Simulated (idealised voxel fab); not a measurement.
The name of this process module is voxel transistor to metal.
Each square cell in cross-section cut measures 5 nm, and the section as a whole is 250 nm wide.
Think of the cross-section as a grid of square cells. We describe it in bands, top to bottom, and each band covers one or more rows of those cells. Each band's line starts with the height of the band's top and of its bottom, in nm. Then come its materials from left to right, each with its width in nm. One material with "full width" fills the band from edge to edge. "air" is empty space. Measure heights from 0. That's the level where, below it, the as-received wafer is all one material. The lowest band is bottomless and extends downward; write it as in "0 and below". Think of "30..40" as a width that walks from the first number to the second as you go down the band, top row to bottom row, taking equal-sized steps from row to row. "no modifications" means the step left every cell of the cross-section as it was. Empty spaces counting at least 8 cells and having no open way to the top are listed in "Catalogued sealed voids". The notation width x height at distance is used for each, the distance being from the left edge and all three values in nm. The remark found on a step's line after its settings is issued by the simulator itself and pertains to that step. When a step includes a mask, the "overlay nm" setting on its line states how far to the right of its planned place that mask lay, and negative values state how far to the left.
This section lists the process steps that were planned:
1) RECEIVE: material Si
2) CONFORMAL_DEP: material SiO2, thk nm 5
3) CONFORMAL_DEP: material SiN, thk nm 15
4) MASKED_ETCH: tone cover, mask id ACTIVE, width nm 85, pitch nm 115, etch materials SiN, depth nm 15, overlay nm 0
5) MASKED_ETCH: tone cover, mask id ACTIVE, width nm 85, pitch nm 115, etch materials SiO2, depth nm 5, overlay nm 0
6) MASKED_ETCH: tone cover, mask id ACTIVE, width nm 85, pitch nm 115, etch materials Si, depth nm 20, overlay nm 0
7) OXIDIZE: depth nm 5
8) FILL_DEP: material SiO2, thk nm 5
9) CMP: height nm 20
10) SELECTIVE_ETCH: etch materials SiO2, depth nm 15
11) STRIP: etch materials SiN
12) SELECTIVE_ETCH: etch materials SiO2, depth nm 5
13) OXIDIZE: depth nm 5
14) DIRECTIONAL_DEP: material polySi, thk nm 30
15) DIRECTIONAL_DEP: material SiCN, thk nm 15
16) PATTERN: tone cover, mask id GATE, material resist, width nm 15, pitch nm 115, thk nm 20, overlay nm 0
17) DIRECTIONAL_ETCH: etch materials SiCN, depth nm 25
18) DIRECTIONAL_ETCH: etch materials polySi, depth nm 40
19) STRIP: etch materials resist
20) CONFORMAL_DEP: material SiN, thk nm 5
21) DIRECTIONAL_ETCH: etch materials SiN, depth nm 5
22) DIRECTIONAL_ETCH: etch materials SiO2, depth nm 5
23) DIRECTIONAL_ETCH: etch materials Si, depth nm 10
24) EPI: material nSi, thk nm 10
25) FILL_DEP: material SiO2, thk nm 10
26) CMP: height nm 45
27) DIRECTIONAL_DEP: material SiO2, thk nm 15
28) PATTERN: tone open, mask id CONTACT, material resist, width nm 15, thk nm 15, overlay nm 0
29) DIRECTIONAL_ETCH: etch materials SiO2, depth nm 65
30) STRIP: etch materials resist
31) CONFORMAL_DEP: material TiN, thk nm 5
32) FILL_DEP: material W, thk nm 5
33) CMP: height nm 60
34) DIRECTIONAL_DEP: material TiN, thk nm 5
35) DIRECTIONAL_DEP: material W, thk nm 15
36) DIRECTIONAL_DEP: material aC, thk nm 10
37) PATTERN: tone cover, mask id METAL_1, material resist, width nm 15, thk nm 25, overlay nm 0
38) DIRECTIONAL_ETCH: etch materials aC, depth nm 10
39) STRIP: etch materials resist
40) DIRECTIONAL_ETCH: etch materials W, depth nm 15
41) DIRECTIONAL_ETCH: etch materials TiN, depth nm 5
42) STRIP: etch materials aC
43) CONFORMAL_DEP: material SiCN, thk nm 5
44) FILL_DEP: material lowk, thk nm 10
45) CMP: height nm 80
46) CONFORMAL_DEP: material SiCN, thk nm 5
The cross-section here shows the wafer as received, i.e. in its state after step 1:
* 0 and below | Si full width
* Catalogued sealed voids: none
First of two wafers at the end of the module, shown in cross-section; run carried out as planned:
* 85 down to 80 | SiCN full width
* 80 down to 65 | 25 of lowk, 5 of SiCN, 15 of W, 5 of SiCN, 35 of lowk, 5 of SiCN, 15 of W, 5 of SiCN, 30 of lowk, 5 of SiCN, 15 of W, 5 of SiCN, 35 of lowk, 5 of SiCN, 15 of W, 5 of SiCN, 25 of lowk
* 65 down to 60 | 30 of SiCN, 15 of TiN, 45 of SiCN, 15 of TiN, 40 of SiCN, 15 of TiN, 45 of SiCN, 15 of TiN, 30 of SiCN
* 60 down to 45 | 30 of SiO2, 5 of TiN, 5 of W, 5 of TiN, 45 of SiO2, 5 of TiN, 5 of W, 5 of TiN, 40 of SiO2, 5 of TiN, 5 of W, 5 of TiN, 45 of SiO2, 5 of TiN, 5 of W, 5 of TiN, 30 of SiO2
* 45 down to 30 | 30 of SiO2, 5 of TiN, 5 of W, 5 of TiN, 10 of SiO2, 5 of SiN, 15 of SiCN, 5 of SiN, 10 of SiO2, 5 of TiN, 5 of W, 5 of TiN, 40 of SiO2, 5 of TiN, 5 of W, 5 of TiN, 10 of SiO2, 5 of SiN, 15 of SiCN, 5 of SiN, 10 of SiO2, 5 of TiN, 5 of W, 5 of TiN, 30 of SiO2
* 30 down to 5 | 30 of SiO2, 5 of TiN, 5 of W, 5 of TiN, 10 of SiO2, 5 of SiN, 15 of polySi, 5 of SiN, 10 of SiO2, 5 of TiN, 5 of W, 5 of TiN, 40 of SiO2, 5 of TiN, 5 of W, 5 of TiN, 10 of SiO2, 5 of SiN, 15 of polySi, 5 of SiN, 10 of SiO2, 5 of TiN, 5 of W, 5 of TiN, 30 of SiO2
* 5 down to 0 | 30 of SiO2, 5 of TiN, 5 of W, 5 of TiN, 10 of nSi, 5 of SiN, 15 of polySi, 5 of SiN, 10 of nSi, 5 of TiN, 5 of W, 5 of TiN, 40 of SiO2, 5 of TiN, 5 of W, 5 of TiN, 10 of nSi, 5 of SiN, 15 of polySi, 5 of SiN, 10 of nSi, 5 of TiN, 5 of W, 5 of TiN, 30 of SiO2
* 0 down to -5 | 30 of SiO2, 15 of TiN, 10 of nSi, 25 of SiO2, 10 of nSi, 15 of TiN, 40 of SiO2, 15 of TiN, 10 of nSi, 25 of SiO2, 10 of nSi, 15 of TiN, 30 of SiO2
* -5 down to -15 | 30 of SiO2, 25 of nSi, 25 of Si, 25 of nSi, 40 of SiO2, 25 of nSi, 25 of Si, 25 of nSi, 30 of SiO2
* -15 down to -25 | 30 of SiO2, 75 of Si, 40 of SiO2, 75 of Si, 30 of SiO2
* -25 and below | Si full width
* Catalogued sealed voids: none
Presented here is a cross-section of the second of the two wafers as it stood at the end of the module. It was started in the same manner and assigned the same plan as the first wafer; however, one mistake was made in its execution:
* 85 down to 80 | SiCN full width
* 80 down to 65 | 25 of lowk, 5 of SiCN, 15 of W, 5 of SiCN, 35 of lowk, 5 of SiCN, 15 of W, 5 of SiCN, 30 of lowk, 5 of SiCN, 15 of W, 5 of SiCN, 35 of lowk, 5 of SiCN, 15 of W, 5 of SiCN, 25 of lowk
* 65 down to 60 | 30 of SiCN, 15 of TiN, 45 of SiCN, 15 of TiN, 40 of SiCN, 15 of TiN, 45 of SiCN, 15 of TiN, 30 of SiCN
* 60 down to 45 | 30 of SiO2, 5 of TiN, 5 of W, 5 of TiN, 45 of SiO2, 5 of TiN, 5 of W, 5 of TiN, 40 of SiO2, 5 of TiN, 5 of W, 5 of TiN, 45 of SiO2, 5 of TiN, 5 of W, 5 of TiN, 30 of SiO2
* 45 down to 40 | 30 of SiO2, 5 of TiN, 5 of W, 5 of TiN, 10 of SiO2, 5 of SiN, 15 of SiCN, 5 of SiN, 10 of SiO2, 5 of TiN, 5 of W, 5 of TiN, 40 of SiO2, 5 of TiN, 5 of W, 5 of TiN, 10 of SiO2, 5 of SiN, 15 of SiCN, 5 of SiN, 10 of SiO2, 5 of TiN, 5 of W, 5 of TiN, 30 of SiO2
* 40 down to 35 | 30 of SiO2, 15 of TiN, 10 of SiO2, 5 of SiN, 15 of SiCN, 5 of SiN, 10 of SiO2, 15 of TiN, 40 of SiO2, 15 of TiN, 10 of SiO2, 5 of SiN, 15 of SiCN, 5 of SiN, 10 of SiO2, 15 of TiN, 30 of SiO2
* 35 down to 30 | SiCN full width
* 30 down to 0 | polySi full width
* 0 down to -5 | SiO2 full width
* -5 down to -25 | 30 of SiO2, 75 of Si, 40 of SiO2, 75 of Si, 30 of SiO2
* -25 and below | Si full width
* Catalogued sealed voids: none
What went wrong in running the wafer? twice, step 15 of the plan was run
Counted in cells at the end, the second wafer holds more or fewer of these materials than the first: Si: 40 more; SiCN: 44 more; SiN: 28 fewer; SiO2: 168 fewer; TiN: 64 fewer; W: 32 fewer; nSi: 56 fewer; polySi: 264 more
